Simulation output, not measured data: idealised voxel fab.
process module | voxel released beams
cross-section cut | 200 nm wide | cells 5 nm
A cross-section is a grid of square cells, given in bands from the top down. A band is one or more rows of cells.
Each band's line starts with the height of the band's top and of its bottom, in nm. Then come its materials from left to right, each with its width in nm. One material with "throughout" fills the band from edge to edge. "air" is empty space.
Height 0 is the level under which the wafer as received is all one material. The lowest band goes on downwards, as in "0 down".
A width such as "30 to 40" changes by the same amount from each row of cells to the next, from the band's top row to its bottom row.
"no change" after a step means that no cell of the cross-section changed.
closed voids: empty space of 8 cells or more with no open way to the top, each as width x height at its distance from the left edge, in nm
after a step's settings: what the simulator itself notes on the step
overlay nm, on a step with a mask: how far to the right of its planned place the mask lay; to the left if negative
plan
1 op RECEIVE | material Si
2 op CONFORMAL_DEP | material SiN | thk nm 5
3 op DIRECTIONAL_DEP | material SiO2 | thk nm 20
4 op PATTERN | tone open | mask id ANCHOR | material resist | width nm 35 | thk nm 20 | overlay nm 0
5 op DIRECTIONAL_ETCH | etch materials SiO2 | depth nm 20
6 op STRIP | etch materials resist
7 op CONFORMAL_DEP | material TiN | thk nm 15
8 op MASKED_ETCH | tone cover | mask id BEAM | width nm 120 | etch materials TiN | depth nm 15 | overlay nm 0
9 op STRIP | etch materials SiO2
as received, after step 1
  0 down: Si throughout
  closed voids: none
first wafer at the end, as planned
  40 to 25: air 35 | TiN 20 | air 5 | TiN 95 | air 45
  25 to 20: air 40 | TiN 15 | air 5 | TiN 15 | air 125
  20 to 5: air 40 | TiN 35 | air 125
  5 to 0: SiN throughout
  0 down: Si throughout
  closed voids: none
second wafer at the end: like start, like plan, one mistake
  40 to 25: air 35 | TiN 20 | air 5 | TiN 100 | air 40
  25 to 20: air 40 | TiN 15 | air 5 | TiN 15 | air 125
  20 to 5: air 40 | TiN 35 | air 125
  5 to 0: SiN throughout
  0 down: Si throughout
  closed voids: none
what went wrong: step 8 ran as: op MASKED_ETCH | tone cover | mask id BEAM | width nm 125 | etch materials TiN | depth nm 15 | overlay nm 0
at the end the second wafer has, in cells: 3 more of TiN
